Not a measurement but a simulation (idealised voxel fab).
The document below concerns the process module designated voxel wiring stack.
Section shown: cut. Width: 285 nm. Cell size: 5 nm, square.
This document writes a cross-section as a grid whose cells are square, and gives it as bands, listed from the top down; one or more rows of cells form a band.
Quick guide to a band line: top height, bottom height (nm) up front; then every material left to right with its width in nm. Only one material and it's marked "everywhere"? Then it fills the band edge to edge. And "empty" just means empty space.
Ref level 0: as-received wafer is one material below here. Bottom band extends down with no lower bound ("0 -> down").
The notation "30 to 40" denotes a width that varies across the rows of cells in the band, beginning at the first number in the top row, finishing at the second number in the bottom row, and changing by an identical amount from each row to the next.
What does "nothing changed" mean for a step? It means no cell of the cross-section changed in that step.
Enclosed voids (no open way to top), threshold 8 cells or more, entry "Internal closed voids", notation width x height at distance, distance from left edge, nm.
Anything after a step's settings on that line? It's the simulator's own note about the step.
Steps that use a mask can have "overlay nm" on their line. It says how far the mask sat to the right of where it was meant to be. Negative means to the left.
PLANNED PROCESS STEPS
1: RECEIVE [material Si]
2: CONFORMAL_DEP [material SiO2] [thk nm 15]
3: CONFORMAL_DEP [material SiCN] [thk nm 5]
4: DIRECTIONAL_DEP [material SiO2] [thk nm 25]
5: PATTERN [tone open] [mask id METAL_1] [material resist] [width nm 25] [pitch nm 45] [thk nm 20] [overlay nm 0]
6: DIRECTIONAL_ETCH [etch materials SiO2] [depth nm 25]
7: DIRECTIONAL_ETCH [etch materials SiCN] [depth nm 5]
8: STRIP [etch materials resist]
9: CONFORMAL_DEP [material TiN] [thk nm 5]
10: FILL_DEP [material Cu] [thk nm 10]
11: CMP [height nm 45]
12: CONFORMAL_DEP [material SiCN] [thk nm 5]
13: DIRECTIONAL_DEP [material lowk] [thk nm 35]
14: PATTERN [tone open] [mask id METAL_2] [material resist] [width nm 25] [pitch nm 45] [thk nm 15] [overlay nm 0]
15: DIRECTIONAL_ETCH [etch materials lowk] [depth nm 20]
16: STRIP [etch materials resist]
17: MASKED_ETCH [tone open] [mask id METAL_2_HOLES] [width nm 15] [etch materials lowk] [depth nm 15] [overlay nm 0]
18: MASKED_ETCH [tone open] [mask id METAL_2_HOLES] [width nm 15] [etch materials SiCN] [depth nm 5] [overlay nm 0]
19: CONFORMAL_DEP [material TiN] [thk nm 5]
20: FILL_DEP [material Ru] [thk nm 10]
21: CMP [height nm 85]
22: CONFORMAL_DEP [material SiN] [thk nm 5]
FIRST OF TWO WAFERS: RUN AS PLANNED
CROSS-SECTION OF THE WAFER AS IT CAME TO US, I.E., ALREADY THROUGH STEP 1
* 0 -> down  Si everywhere
* Internal closed voids: none
WAFER XSEC, POST STEP 2
* 15 -> 0  SiO2 everywhere
* Everything under 0 stays put, no change at all.
WAFER XSEC, POST STEP 3
* 20 -> 15  SiCN everywhere
* Everything under 15 stays put, no change at all.
WAFER XSEC, POST STEP 4
* 45 -> 20  SiO2 everywhere
* Everything under 20 stays put, no change at all.
WAFER XSEC, POST STEP 5
* 65 -> 45  resist: 105  empty: 25  resist: 20  empty: 25  resist: 110
* Everything under 45 stays put, no change at all.
WAFER XSEC, POST STEP 6
* 65 -> 45  resist: 105  empty: 25  resist: 20  empty: 25  resist: 110
* 45 -> 20  SiO2: 105  empty: 25  SiO2: 20  empty: 25  SiO2: 110
* Everything under 20 stays put, no change at all.
WAFER XSEC, POST STEP 7
* 65 -> 45  resist: 105  empty: 25  resist: 20  empty: 25  resist: 110
* 45 -> 20  SiO2: 105  empty: 25  SiO2: 20  empty: 25  SiO2: 110
* 20 -> 15  SiCN: 105  empty: 25  SiCN: 20  empty: 25  SiCN: 110
* Everything under 15 stays put, no change at all.
WAFER XSEC, POST STEP 8
* 45 -> 20  SiO2: 105  empty: 25  SiO2: 20  empty: 25  SiO2: 110
* Everything under 20 stays put, no change at all.
WAFER XSEC, POST STEP 9
* 50 -> 45  TiN: 110  empty: 15  TiN: 30  empty: 15  TiN: 115
* 45 -> 20  SiO2: 105  TiN: 5  empty: 15  TiN: 5  SiO2: 20  TiN: 5  empty: 15  TiN: 5  SiO2: 110
* 20 -> 15  SiCN: 105  TiN: 25  SiCN: 20  TiN: 25  SiCN: 110
* Everything under 15 stays put, no change at all.
WAFER XSEC, POST STEP 10
* 60 -> 50  Cu everywhere
* 50 -> 45  TiN: 110  Cu: 15  TiN: 30  Cu: 15  TiN: 115
* 45 -> 20  SiO2: 105  TiN: 5  Cu: 15  TiN: 5  SiO2: 20  TiN: 5  Cu: 15  TiN: 5  SiO2: 110
* Everything under 20 stays put, no change at all.
WAFER XSEC, POST STEP 11
* 45 -> 20  SiO2: 105  TiN: 5  Cu: 15  TiN: 5  SiO2: 20  TiN: 5  Cu: 15  TiN: 5  SiO2: 110
* Everything under 20 stays put, no change at all.
WAFER XSEC, POST STEP 12
* 50 -> 45  SiCN everywhere
* Everything under 45 stays put, no change at all.
WAFER XSEC, POST STEP 13
* 85 -> 50  lowk everywhere
* Everything under 50 stays put, no change at all.
WAFER XSEC, POST STEP 14
* 100 -> 85  resist: 105  empty: 25  resist: 20  empty: 25  resist: 110
* Everything under 85 stays put, no change at all.
WAFER XSEC, POST STEP 15
* 100 -> 85  resist: 105  empty: 25  resist: 20  empty: 25  resist: 110
* 85 -> 65  lowk: 105  empty: 25  lowk: 20  empty: 25  lowk: 110
* Everything under 65 stays put, no change at all.
WAFER XSEC, POST STEP 16
* 85 -> 65  lowk: 105  empty: 25  lowk: 20  empty: 25  lowk: 110
* Everything under 65 stays put, no change at all.
WAFER XSEC, POST STEP 17
* 85 -> 65  lowk: 105  empty: 25  lowk: 20  empty: 25  lowk: 110
* 65 -> 50  lowk: 105  empty: 15  lowk: 165
* Everything under 50 stays put, no change at all.
WAFER XSEC, POST STEP 18
* 85 -> 65  lowk: 105  empty: 25  lowk: 20  empty: 25  lowk: 110
* 65 -> 50  lowk: 105  empty: 15  lowk: 165
* 50 -> 45  SiCN: 105  empty: 15  SiCN: 165
* Everything under 45 stays put, no change at all.
WAFER XSEC, POST STEP 19
* 90 -> 85  TiN: 110  empty: 15  TiN: 30  empty: 15  TiN: 115
* 85 -> 70  lowk: 105  TiN: 5  empty: 15  TiN: 5  lowk: 20  TiN: 5  empty: 15  TiN: 5  lowk: 110
* 70 -> 65  lowk: 105  TiN: 5  empty: 5  TiN: 15  lowk: 20  TiN: 25  lowk: 110
* 65 -> 50  lowk: 105  TiN: 5  empty: 5  TiN: 5  lowk: 165
* 50 -> 45  SiCN: 105  TiN: 15  SiCN: 165
* Everything under 45 stays put, no change at all.
WAFER XSEC, POST STEP 20
* 100 -> 90  Ru everywhere
* 90 -> 85  TiN: 110  Ru: 15  TiN: 30  Ru: 15  TiN: 115
* 85 -> 70  lowk: 105  TiN: 5  Ru: 15  TiN: 5  lowk: 20  TiN: 5  Ru: 15  TiN: 5  lowk: 110
* 70 -> 65  lowk: 105  TiN: 5  Ru: 5  TiN: 15  lowk: 20  TiN: 25  lowk: 110
* 65 -> 50  lowk: 105  TiN: 5  Ru: 5  TiN: 5  lowk: 165
* Everything under 50 stays put, no change at all.
WAFER XSEC, POST STEP 21
* 85 -> 70  lowk: 105  TiN: 5  Ru: 15  TiN: 5  lowk: 20  TiN: 5  Ru: 15  TiN: 5  lowk: 110
* Everything under 70 stays put, no change at all.
WAFER XSEC, POST STEP 22
* 90 -> 85  SiN everywhere
* Everything under 85 stays put, no change at all.
SECOND WAFER, SAME STARTING STATE AND PLAN AS THE FIRST, ONE MISTAKE IN THE RUN, IDENTICAL THROUGH STEP 21
SECOND WAFER SHOWN IN CROSS-SECTION AT THE TIME STEP 22 WAS SLATED TO END
* 90 -> 85  lowk everywhere
* Everything under 85 stays put, no change at all.
Against the plan, the run slipped here: not per plan at step 22, really ran CONFORMAL_DEP [material lowk] [thk nm 5]
Wrapping up, a cell-based count of both wafers puts the second over or under the first for these materials: SiN -57 | lowk +57
